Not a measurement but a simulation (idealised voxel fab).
The process module presented herein is designated voxel capacitor over wiring.
We display cut, a cross-section 160 nm in width whose square cells are each 5 nm.
Cross-section, as written here: a square-cell grid given band by band from the top down, where a band holds one or more rows of cells. The entry gives the band's vertical extent as a top height and a bottom height in nm, then its horizontal make-up as materials from left to right, each with a width in nm. "blank" stands for empty space; a single material marked "full width" fills the band edge to edge. Below 0: as-received wafer, all one material; heights counted from there. Lowest band: no bottom, goes on down, written "from 0 down". Note: "30->40" means the width goes from the first number (top row of the band) to the second number (bottom row) in equal steps per row of cells. No cell of the cross-section changed in a step that is given as "identical to before". The label "Unvented voids" introduces a list of the empty spaces, 8 cells or larger, that have no open way up to the top; each entry in it reads width x height at distance, where the distance is taken from the left edge and all three are stated in nm. If you see something after the settings on a step's line, that's the simulator's own remark about that step. overlay nm: right-of-plan distance of the mask on a masked step; negative values mean left-of-plan.

## Here's what the planned process steps look like
1. op RECEIVE | material Si
2. op CONFORMAL_DEP | material SiO2 | thk nm 15
3. op DIRECTIONAL_DEP | material TiN | thk nm 5
4. op DIRECTIONAL_DEP | material W | thk nm 25
5. op DIRECTIONAL_DEP | material aC | thk nm 10
6. op PATTERN | tone cover | mask id METAL_1 | material resist | width nm 20 | pitch nm 70 | thk nm 25 | overlay nm 0
7. op DIRECTIONAL_ETCH | etch materials aC | depth nm 10
8. op STRIP | etch materials resist
9. op DIRECTIONAL_ETCH | etch materials W | depth nm 25
10. op DIRECTIONAL_ETCH | etch materials TiN | depth nm 5
11. op STRIP | etch materials aC
12. op FILL_DEP | material SiO2 | thk nm 5
13. op CMP | height nm 45
14. op CONFORMAL_DEP | material SiCN | thk nm 5
15. op DIRECTIONAL_DEP | material lowk | thk nm 10
16. op MASKED_ETCH | tone open | mask id PLUG_1 | width nm 15 | etch materials lowk | depth nm 10 | overlay nm 0
17. op MASKED_ETCH | tone open | mask id PLUG_1 | width nm 15 | etch materials SiCN | depth nm 5 | overlay nm 0
18. op EPI | material Ru | thk nm 10
19. op EPI | material Ru | thk nm 5
20. op DIRECTIONAL_DEP | material TiN | thk nm 10
21. op DIRECTIONAL_DEP | material SiN | thk nm 5
22. op DIRECTIONAL_DEP | material TiN | thk nm 10
23. op DIRECTIONAL_DEP | material aC | thk nm 10
24. op PATTERN | tone cover | mask id UPPER_PLATE | material resist | width nm 55 | thk nm 30 | overlay nm 0
25. op DIRECTIONAL_ETCH | etch materials aC | depth nm 10
26. op STRIP | etch materials resist
27. op DIRECTIONAL_ETCH | etch materials TiN | depth nm 10
28. op DIRECTIONAL_ETCH | etch materials SiN | depth nm 5
29. op STRIP | etch materials aC
30. op PATTERN | tone cover | mask id LOWER_PLATE | material resist | width nm 65 | thk nm 20 | overlay nm 0
31. op DIRECTIONAL_ETCH | etch materials TiN | depth nm 10
32. op STRIP | etch materials resist
33. op FILL_DEP | material SiO2 | thk nm 15
34. op CMP | height nm 95
35. op PATTERN | tone open | mask id PLUG_2 | material resist | width nm 15 | thk nm 15 | overlay nm 0
36. op DIRECTIONAL_ETCH | etch materials SiO2 | depth nm 10
37. op STRIP | etch materials resist
38. op CONFORMAL_DEP | material TiN | thk nm 5
39. op FILL_DEP | material W | thk nm 10
40. op CMP | height nm 95
41. op CONFORMAL_DEP | material SiCN | thk nm 5

## As-received state of the wafer in cross-section, equivalent to post-step 1
from 0 down: Si full width
Unvented voids: none

## The first of the two wafers as seen in cross-section once the module was finished; processing followed the plan
from 100 to 95: SiCN full width
from 95 to 90: 50 of SiO2, 5 of TiN, 5 of W, 5 of TiN, 95 of SiO2
from 90 to 85: 50 of SiO2, 15 of TiN, 95 of SiO2
from 85 to 75: 40 of SiO2, 55 of TiN, 65 of SiO2
from 75 to 70: 40 of SiO2, 55 of SiN, 65 of SiO2
from 70 to 60: 35 of SiO2, 65 of TiN, 60 of SiO2
from 60 to 50: 40 of lowk, 15 of Ru, 105 of lowk
from 50 to 45: 40 of SiCN, 15 of Ru, 105 of SiCN
from 45 to 20: 35 of SiO2, 20 of W, 50 of SiO2, 20 of W, 35 of SiO2
from 20 to 15: 35 of SiO2, 20 of TiN, 50 of SiO2, 20 of TiN, 35 of SiO2
from 15 to 0: SiO2 full width
from 0 down: Si full width
Unvented voids: none

## Second wafer of the two, sectioned at the end of the module. It began like the first and followed the same plan, but one mistake was made while running it
from 100 to 95: SiCN full width
from 95 to 85: 40 of SiO2, 25 of TiN, 95 of SiO2
from 85 to 80: 40 of SiO2, 25 of SiN, 30 of TiN, 65 of SiO2
from 80 to 75: 35 of SiO2, 60 of TiN, 65 of SiO2
from 75 to 70: 35 of SiO2, 30 of TiN, 30 of SiN, 65 of SiO2
from 70 to 60: 30 of SiO2, 35 of Ru, 35 of TiN, 60 of SiO2
from 60 to 50: 40 of lowk, 15 of Ru, 105 of lowk
from 50 to 45: 40 of SiCN, 15 of Ru, 105 of SiCN
from 45 to 20: 35 of SiO2, 20 of W, 50 of SiO2, 20 of W, 35 of SiO2
from 20 to 15: 35 of SiO2, 20 of TiN, 50 of SiO2, 20 of TiN, 35 of SiO2
from 15 to 0: SiO2 full width
from 0 down: Si full width
Unvented voids: none
Where did the run depart from the plan? in the plan, step 18 was performed twice
Looking at both finished wafers in cells, the second ends up ahead of or behind the first on some materials: 14 more of Ru; 8 fewer of SiO2; 5 fewer of TiN; 1 fewer of W
